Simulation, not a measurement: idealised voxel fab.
Proc. module: voxel self aligned vias
FYI the section here is cut, 190 nm wide, cells are 5 nm squares.
Just so we're on the same page, the cross-sections are grids of square cells, and they're listed out in bands top to bottom, each band one or more rows deep. Band entry format. Leading values: height of top, height of bottom, nm. Remainder: materials in left-to-right order, each with its width in nm. Special words: "edge to edge" on a single material, which then fills the band edge to edge; "air", empty space. We count height from 0. Below that, the starting wafer is all one material. The lowest band never ends at the bottom but goes on down; see "from 0 down" for how that is written. Read "30..40" as a graded width: first number on top, second number at the bottom, same change between each pair of neighbouring rows. "stayed the same" after a step means that no cell of the cross-section changed. "Internal closed voids" specifies each empty space that is not open to the top and that occupies no fewer than 8 cells, using the form width x height at distance, the distance measured from the left edge and all three quantities in nm. The remark found on a step's line after its settings is issued by the simulator itself and pertains to that step. overlay nm: for a step with a mask, the amount by which the mask lay right of where it was planned; a negative amount means left of it.
Listed below are the process steps as planned
1: RECEIVE, material Si
2: CONFORMAL_DEP, material SiO2, thk nm 15
3: CONFORMAL_DEP, material SiCN, thk nm 5
4: DIRECTIONAL_DEP, material lowk, thk nm 25
5: PATTERN, tone open, mask id LINES, material resist, width nm 30, pitch nm 55, thk nm 15, overlay nm 0
6: DIRECTIONAL_ETCH, etch materials lowk, depth nm 25
7: STRIP, etch materials resist
8: CONFORMAL_DEP, material TiN, thk nm 5
9: FILL_DEP, material W, thk nm 10
10: CMP, height nm 45
11: SELECTIVE_ETCH, etch materials W Ru TiN, depth nm 5
12: FILL_DEP, material SiN, thk nm 10
13: CMP, height nm 45
14: DIRECTIONAL_DEP, material lowk, thk nm 15
15: MASKED_ETCH, tone open, mask id VIAS, width nm 40, pitch nm 55, etch materials lowk, depth nm 15, overlay nm 0
16: MASKED_ETCH, tone open, mask id VIAS, width nm 40, pitch nm 55, etch materials SiN, depth nm 5, overlay nm 0
17: CONFORMAL_DEP, material TiN, thk nm 5
18: FILL_DEP, material Ru, thk nm 5
19: CMP, height nm 60
20: CONFORMAL_DEP, material SiCN, thk nm 5
First wafer out of two, processed as planned
Cross-section of the incoming wafer, state after step 1
- from 0 down  Si edge to edge
- Internal closed voids: none
Wafer xsec, post step 2
- from 15 to 0  SiO2 edge to edge
- below 0: unchanged
Wafer xsec, post step 3
- from 20 to 15  SiCN edge to edge
- below 15: unchanged
Wafer xsec, post step 4
- from 45 to 20  lowk edge to edge
- below 20: unchanged
Wafer xsec, post step 5
- from 60 to 45  resist: 50, then air: 30, then resist: 25, then air: 30, then resist: 55
- below 45: unchanged
Wafer xsec, post step 6
- from 60 to 45  resist: 50, then air: 30, then resist: 25, then air: 30, then resist: 55
- from 45 to 20  lowk: 50, then air: 30, then lowk: 25, then air: 30, then lowk: 55
- below 20: unchanged
Wafer xsec, post step 7
- from 45 to 20  lowk: 50, then air: 30, then lowk: 25, then air: 30, then lowk: 55
- below 20: unchanged
Wafer xsec, post step 8
- from 50 to 45  TiN: 55, then air: 20, then TiN: 35, then air: 20, then TiN: 60
- from 45 to 25  lowk: 50, then TiN: 5, then air: 20, then TiN: 5, then lowk: 25, then TiN: 5, then air: 20, then TiN: 5, then lowk: 55
- from 25 to 20  lowk: 50, then TiN: 30, then lowk: 25, then TiN: 30, then lowk: 55
- below 20: unchanged
Wafer xsec, post step 9
- from 60 to 50  W edge to edge
- from 50 to 45  TiN: 55, then W: 20, then TiN: 35, then W: 20, then TiN: 60
- from 45 to 25  lowk: 50, then TiN: 5, then W: 20, then TiN: 5, then lowk: 25, then TiN: 5, then W: 20, then TiN: 5, then lowk: 55
- below 25: unchanged
Wafer xsec, post step 10
- from 45 to 25  lowk: 50, then TiN: 5, then W: 20, then TiN: 5, then lowk: 25, then TiN: 5, then W: 20, then TiN: 5, then lowk: 55
- below 25: unchanged
Wafer xsec, post step 11
- from 45 to 40  lowk: 50, then air: 30, then lowk: 25, then air: 30, then lowk: 55
- below 40: unchanged
Wafer xsec, post step 12
- from 55 to 45  SiN edge to edge
- from 45 to 40  lowk: 50, then SiN: 30, then lowk: 25, then SiN: 30, then lowk: 55
- below 40: unchanged
Wafer xsec, post step 13
- from 45 to 40  lowk: 50, then SiN: 30, then lowk: 25, then SiN: 30, then lowk: 55
- below 40: unchanged
Wafer xsec, post step 14
- from 60 to 45  lowk edge to edge
- below 45: unchanged
Wafer xsec, post step 15
- from 60 to 45  lowk: 45, then air: 40, then lowk: 15, then air: 40, then lowk: 50
- below 45: unchanged
Wafer xsec, post step 16
- from 60 to 45  lowk: 45, then air: 40, then lowk: 15, then air: 40, then lowk: 50
- from 45 to 40  lowk: 50, then air: 30, then lowk: 25, then air: 30, then lowk: 55
- below 40: unchanged
Wafer xsec, post step 17
- from 65 to 60  TiN: 50, then air: 30, then TiN: 25, then air: 30, then TiN: 55
- from 60 to 50  lowk: 45, then TiN: 5, then air: 30, then TiN: 5, then lowk: 15, then TiN: 5, then air: 30, then TiN: 5, then lowk: 50
- from 50 to 45  lowk: 45, then TiN: 10, then air: 20, then TiN: 10, then lowk: 15, then TiN: 10, then air: 20, then TiN: 10, then lowk: 50
- from 45 to 40  lowk: 50, then TiN: 30, then lowk: 25, then TiN: 30, then lowk: 55
- below 40: unchanged
Wafer xsec, post step 18
- from 70 to 65  Ru edge to edge
- from 65 to 60  TiN: 50, then Ru: 30, then TiN: 25, then Ru: 30, then TiN: 55
- from 60 to 50  lowk: 45, then TiN: 5, then Ru: 30, then TiN: 5, then lowk: 15, then TiN: 5, then Ru: 30, then TiN: 5, then lowk: 50
- from 50 to 45  lowk: 45, then TiN: 10, then Ru: 20, then TiN: 10, then lowk: 15, then TiN: 10, then Ru: 20, then TiN: 10, then lowk: 50
- below 45: unchanged
Wafer xsec, post step 19
- from 60 to 50  lowk: 45, then TiN: 5, then Ru: 30, then TiN: 5, then lowk: 15, then TiN: 5, then Ru: 30, then TiN: 5, then lowk: 50
- below 50: unchanged
Wafer xsec, post step 20
- from 65 to 60  SiCN edge to edge
- below 60: unchanged
It is to be noted that the second wafer proceeded from the same initial state and according to the same plan as the first, although one mistake was committed in its execution; through step 14, inclusive, the two wafers share an identical history
Cross-section of the second wafer corresponding to the planned conclusion of step 15
- from 60 to 45  lowk: 50, then air: 30, then lowk: 25, then air: 30, then lowk: 55
- below 45: unchanged
Cross-section of the second wafer corresponding to the planned conclusion of step 16
- from 60 to 40  lowk: 50, then air: 30, then lowk: 25, then air: 30, then lowk: 55
- below 40: unchanged
Cross-section of the second wafer corresponding to the planned conclusion of step 17
- from 65 to 60  TiN: 55, then air: 20, then TiN: 35, then air: 20, then TiN: 60
- from 60 to 45  lowk: 50, then TiN: 5, then air: 20, then TiN: 5, then lowk: 25, then TiN: 5, then air: 20, then TiN: 5, then lowk: 55
- from 45 to 40  lowk: 50, then TiN: 30, then lowk: 25, then TiN: 30, then lowk: 55
- below 40: unchanged
Cross-section of the second wafer corresponding to the planned conclusion of step 18
- from 70 to 65  Ru edge to edge
- from 65 to 60  TiN: 55, then Ru: 20, then TiN: 35, then Ru: 20, then TiN: 60
- from 60 to 45  lowk: 50, then TiN: 5, then Ru: 20, then TiN: 5, then lowk: 25, then TiN: 5, then Ru: 20, then TiN: 5, then lowk: 55
- below 45: unchanged
Cross-section of the second wafer corresponding to the planned conclusion of step 19
- from 60 to 45  lowk: 50, then TiN: 5, then Ru: 20, then TiN: 5, then lowk: 25, then TiN: 5, then Ru: 20, then TiN: 5, then lowk: 55
- below 45: unchanged
Cross-section of the second wafer corresponding to the planned conclusion of step 20
- from 65 to 60  SiCN edge to edge
- below 60: unchanged
what went wrong: step 15 changed vs plan, executed as MASKED_ETCH, tone open, mask id VIAS, width nm 30, pitch nm 55, etch materials lowk, depth nm 15, overlay nm 0
Count the cells at the end and the second wafer has more or fewer of some materials than the first: Ru: 8 fewer, TiN: 4 fewer, lowk: 12 more
